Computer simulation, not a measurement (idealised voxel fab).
process module | voxel self aligned contacts
cross-section cut | 235 nm wide | cells 5 nm
A cross-section is a grid of square cells, given in bands from the top down. A band is one or more rows of cells.
Each band's line starts with the height of the band's top and of its bottom, in nm. Then come its materials from left to right, each with its width in nm. One material with "throughout" fills the band from edge to edge. "air" is empty space.
Height 0 is the level under which the wafer as received is all one material. The lowest band goes on downwards, as in "0 down".
A width such as "30 to 40" changes by the same amount from each row of cells to the next, from the band's top row to its bottom row.
"no change" after a step means that no cell of the cross-section changed.
closed voids: empty space of 8 cells or more with no open way to the top, each as width x height at its distance from the left edge, in nm
after a step's settings: what the simulator itself notes on the step
overlay nm, on a step with a mask: how far to the right of its planned place the mask lay; to the left if negative
plan
1 op RECEIVE | material Si
2 op OXIDIZE | depth nm 5
3 op DIRECTIONAL_DEP | material polySi | thk nm 20
4 op DIRECTIONAL_DEP | material SiN | thk nm 15
5 op DIRECTIONAL_DEP | material aC | thk nm 15
6 op PATTERN | tone cover | mask id GATE | material resist | width nm 35 | pitch nm 60 | thk nm 30 | overlay nm 0
7 op DIRECTIONAL_ETCH | etch materials aC | depth nm 15
8 op STRIP | etch materials resist
9 op DIRECTIONAL_ETCH | etch materials SiN | depth nm 15
10 op DIRECTIONAL_ETCH | etch materials polySi | depth nm 20
11 op STRIP | etch materials aC
12 op CONFORMAL_DEP | material SiN | thk nm 5
13 op DIRECTIONAL_ETCH | etch materials SiN | depth nm 5
14 op FILL_DEP | material SiO2 | thk nm 10
15 op CMP | height nm 40
16 op DIRECTIONAL_DEP | material aC | thk nm 10
17 op PATTERN | tone open | mask id CONTACT | material resist | width nm 35 | thk nm 30 | overlay nm 0
18 op DIRECTIONAL_ETCH | etch materials aC | depth nm 10
19 op STRIP | etch materials resist
20 op DIRECTIONAL_ETCH | etch materials SiO2 | depth nm 45
21 op STRIP | etch materials aC
22 op CONFORMAL_DEP | material TiN | thk nm 5
23 op FILL_DEP | material Ru | thk nm 10
24 op CMP | height nm 40
25 op CONFORMAL_DEP | material SiN | thk nm 5
first wafer, as planned
as received, after step 1
  0 down: Si throughout
  closed voids: none
after step 2
  0 to -5: SiO2 throughout
  below -5: unchanged
after step 3
  20 to 0: polySi throughout
  below 0: unchanged
after step 4
  35 to 20: SiN throughout
  below 20: unchanged
after step 5
  50 to 35: aC throughout
  below 35: unchanged
after step 6
  80 to 50: air 70 | resist 35 | air 25 | resist 35 | air 70
  below 50: unchanged
after step 7
  65 to 50: air 70 | resist 35 | air 25 | resist 35 | air 70
  50 to 35: air 70 | aC 35 | air 25 | aC 35 | air 70
  below 35: unchanged
after step 8
  50 to 35: air 70 | aC 35 | air 25 | aC 35 | air 70
  below 35: unchanged
after step 9
  50 to 35: air 70 | aC 35 | air 25 | aC 35 | air 70
  35 to 20: air 70 | SiN 35 | air 25 | SiN 35 | air 70
  below 20: unchanged
after step 10
  50 to 35: air 70 | aC 35 | air 25 | aC 35 | air 70
  35 to 20: air 70 | SiN 35 | air 25 | SiN 35 | air 70
  20 to 0: air 70 | polySi 35 | air 25 | polySi 35 | air 70
  below 0: unchanged
after step 11
  35 to 20: air 70 | SiN 35 | air 25 | SiN 35 | air 70
  below 20: unchanged
after step 12
  40 to 20: air 65 | SiN 45 | air 15 | SiN 45 | air 65
  20 to 5: air 65 | SiN 5 | polySi 35 | SiN 5 | air 15 | SiN 5 | polySi 35 | SiN 5 | air 65
  5 to 0: SiN 70 | polySi 35 | SiN 25 | polySi 35 | SiN 70
  below 0: unchanged
after step 13
  35 to 20: air 65 | SiN 45 | air 15 | SiN 45 | air 65
  20 to 0: air 65 | SiN 5 | polySi 35 | SiN 5 | air 15 | SiN 5 | polySi 35 | SiN 5 | air 65
  below 0: unchanged
after step 14
  45 to 35: SiO2 throughout
  35 to 20: SiO2 65 | SiN 45 | SiO2 15 | SiN 45 | SiO2 65
  20 to 0: SiO2 65 | SiN 5 | polySi 35 | SiN 5 | SiO2 15 | SiN 5 | polySi 35 | SiN 5 | SiO2 65
  below 0: unchanged
after step 15
  40 to 35: SiO2 throughout
  below 35: unchanged
after step 16
  50 to 40: aC throughout
  below 40: unchanged
after step 17
  80 to 50: resist 100 | air 35 | resist 100
  below 50: unchanged
after step 18
  70 to 50: resist 100 | air 35 | resist 100
  50 to 40: aC 100 | air 35 | aC 100
  below 40: unchanged
after step 19
  50 to 40: aC 100 | air 35 | aC 100
  below 40: unchanged
after step 20
  50 to 40: aC 100 | air 35 | aC 100
  40 to 35: SiO2 100 | air 35 | SiO2 100
  35 to 20: SiO2 65 | SiN 45 | air 15 | SiN 45 | SiO2 65
  20 to 0: SiO2 65 | SiN 5 | polySi 35 | SiN 5 | air 15 | SiN 5 | polySi 35 | SiN 5 | SiO2 65
  0 to -5: SiO2 110 | air 15 | SiO2 110
  below -5: unchanged
after step 21
  40 to 35: SiO2 100 | air 35 | SiO2 100
  below 35: unchanged
after step 22
  45 to 40: TiN 105 | air 25 | TiN 105
  40 to 35: SiO2 100 | TiN 15 | air 5 | TiN 15 | SiO2 100
  35 to 20: SiO2 65 | SiN 45 | TiN 5 | air 5 | TiN 5 | SiN 45 | SiO2 65
  20 to 0: SiO2 65 | SiN 5 | polySi 35 | SiN 5 | TiN 5 | air 5 | TiN 5 | SiN 5 | polySi 35 | SiN 5 | SiO2 65
  0 to -5: SiO2 110 | TiN 15 | SiO2 110
  below -5: unchanged
after step 23
  55 to 45: Ru throughout
  45 to 40: TiN 105 | Ru 25 | TiN 105
  40 to 35: SiO2 100 | TiN 15 | Ru 5 | TiN 15 | SiO2 100
  35 to 20: SiO2 65 | SiN 45 | TiN 5 | Ru 5 | TiN 5 | SiN 45 | SiO2 65
  20 to 0: SiO2 65 | SiN 5 | polySi 35 | SiN 5 | TiN 5 | Ru 5 | TiN 5 | SiN 5 | polySi 35 | SiN 5 | SiO2 65
  below 0: unchanged
after step 24
  40 to 35: SiO2 100 | TiN 15 | Ru 5 | TiN 15 | SiO2 100
  below 35: unchanged
after step 25
  45 to 40: SiN throughout
  below 40: unchanged
second wafer: like start, like plan, one mistake. Through step 11 it matches the first wafer
when step 12 should have ended
  40 to 35: air 65 | SiO2 45 | air 15 | SiO2 45 | air 65
  35 to 20: air 65 | SiO2 5 | SiN 35 | SiO2 5 | air 15 | SiO2 5 | SiN 35 | SiO2 5 | air 65
  20 to 5: air 65 | SiO2 5 | polySi 35 | SiO2 5 | air 15 | SiO2 5 | polySi 35 | SiO2 5 | air 65
  5 to 0: SiO2 70 | polySi 35 | SiO2 25 | polySi 35 | SiO2 70
  below 0: unchanged
when step 13 should have ended: no change
when step 14 should have ended
  50 to 35: SiO2 throughout
  35 to 20: SiO2 70 | SiN 35 | SiO2 25 | SiN 35 | SiO2 70
  20 to 0: SiO2 70 | polySi 35 | SiO2 25 | polySi 35 | SiO2 70
  below 0: unchanged
when step 15 should have ended
  40 to 35: SiO2 throughout
  below 35: unchanged
when step 16 should have ended
  50 to 40: aC throughout
  below 40: unchanged
when step 17 should have ended
  80 to 50: resist 100 | air 35 | resist 100
  below 50: unchanged
when step 18 should have ended
  70 to 50: resist 100 | air 35 | resist 100
  50 to 40: aC 100 | air 35 | aC 100
  below 40: unchanged
when step 19 should have ended
  50 to 40: aC 100 | air 35 | aC 100
  below 40: unchanged
when step 20 should have ended
  50 to 40: aC 100 | air 35 | aC 100
  40 to 35: SiO2 100 | air 35 | SiO2 100
  35 to 20: SiO2 70 | SiN 35 | air 25 | SiN 35 | SiO2 70
  20 to 0: SiO2 70 | polySi 35 | air 25 | polySi 35 | SiO2 70
  0 to -5: SiO2 105 | air 25 | SiO2 105
  below -5: unchanged
when step 21 should have ended
  40 to 35: SiO2 100 | air 35 | SiO2 100
  below 35: unchanged
when step 22 should have ended
  45 to 40: TiN 105 | air 25 | TiN 105
  40 to 35: SiO2 100 | TiN 10 | air 15 | TiN 10 | SiO2 100
  35 to 20: SiO2 70 | SiN 35 | TiN 5 | air 15 | TiN 5 | SiN 35 | SiO2 70
  20 to 0: SiO2 70 | polySi 35 | TiN 5 | air 15 | TiN 5 | polySi 35 | SiO2 70
  0 to -5: SiO2 105 | TiN 25 | SiO2 105
  below -5: unchanged
when step 23 should have ended
  55 to 45: Ru throughout
  45 to 40: TiN 105 | Ru 25 | TiN 105
  40 to 35: SiO2 100 | TiN 10 | Ru 15 | TiN 10 | SiO2 100
  35 to 20: SiO2 70 | SiN 35 | TiN 5 | Ru 15 | TiN 5 | SiN 35 | SiO2 70
  20 to 0: SiO2 70 | polySi 35 | TiN 5 | Ru 15 | TiN 5 | polySi 35 | SiO2 70
  below 0: unchanged
when step 24 should have ended
  40 to 35: SiO2 100 | TiN 10 | Ru 15 | TiN 10 | SiO2 100
  below 35: unchanged
when step 25 should have ended
  45 to 40: SiN throughout
  below 40: unchanged
what went wrong: step 12 ran as: op CONFORMAL_DEP | material SiO2 | thk nm 5
at the end the second wafer has, in cells: 16 more of Ru | 28 fewer of SiN | 12 more of SiO2
